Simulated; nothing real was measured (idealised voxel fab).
Proc. module: voxel fin reveal
The width of the displayed cross-section, cut, is 280 nm; its cells are square, with a size of 5 nm.
Just so we're on the same page, the cross-sections are grids of square cells, and they're listed out in bands top to bottom, each band one or more rows deep.
Basically the band line says how high the top is and how high the bottom is, in nm, and then what's in it from left to right, every material with its width in nm. Empty space shows up as "empty", and if a single material carries "everywhere" it runs the full band edge to edge.
Heights are measured from 0, the level below which the as-received wafer is all one material; the lowest band has no bottom and continues downward, written as in "0 -> down".
When a width is written as two numbers, as in "30 to 40", the first number is the width in the top row of cells of the band and the second is the width in its bottom row, and the width changes by the same amount from each row to the next.
The designation "nothing altered", where it is given for a processing step, indicates that no cell of the cross-section was altered in the course of that step.
Entry "Closed-off voids". Content: empty spaces with no open connection to the top, size 8 cells or greater. Each: width x height at distance. Distance: from left edge. Unit: nm.
Whatever follows a step's settings on its line is a remark the simulator itself makes about that step.
Each step line may optionally specify "overlay nm", which for a step with a mask gives the rightward distance between the mask's planned place and where it lay, a negative value indicating the leftward direction.

**Planned step list for the process**
1. RECEIVE with material Si
2. CONFORMAL_DEP with material SiN, thk nm 5
3. MASKED_ETCH with tone cover, mask id FINS, width nm 15, pitch nm 40, etch materials SiN, depth nm 5, overlay nm 0
4. MASKED_ETCH with tone cover, mask id FINS, width nm 15, pitch nm 40, etch materials Si, depth nm 35, overlay nm 0
5. OXIDIZE with depth nm 5
6. FILL_DEP with material SiO2, thk nm 15
7. CMP with height nm 5
8. SELECTIVE_ETCH with etch materials SiO2, depth nm 30
9. STRIP with etch materials SiN

**Cross-section of the wafer upon arrival, representing the state reached after step 1**
* 0 -> down | Si everywhere
* Closed-off voids: none

**Cross-sectional image of the first of two wafers at the end of the module, the run having proceeded as planned**
* 0 -> -25 | 95 empty, then 5 Si, then 35 empty, then 5 Si, then 35 empty, then 5 Si, then 100 empty
* -25 -> -40 | 95 SiO2, then 5 Si, then 35 SiO2, then 5 Si, then 35 SiO2, then 5 Si, then 100 SiO2
* -40 -> down | Si everywhere
* Closed-off voids: none

**End-of-module cross-section of the second wafer: identical starting point and process plan to the first, with one processing mistake**
* 0 -> -5 | 95 empty, then 5 Si, then 35 empty, then 5 Si, then 35 empty, then 5 Si, then 100 empty
* -5 -> -25 | 95 empty, then 15 Si, then 25 empty, then 15 Si, then 25 empty, then 15 Si, then 90 empty
* -25 -> -40 | 95 SiO2, then 15 Si, then 25 SiO2, then 15 Si, then 25 SiO2, then 15 Si, then 90 SiO2
* -40 -> down | Si everywhere
* Closed-off voids: none
Where did the run depart from the plan? step 4 did not use the planned setting and instead ran as MASKED_ETCH with tone cover, mask id FINS, width nm 15, pitch nm 40, etch materials Si, depth nm 35, overlay nm 10
In the final state, the cell counts of the second wafer exceed or fall short of those of the first for the following materials: 42 more of Si; 18 fewer of SiO2
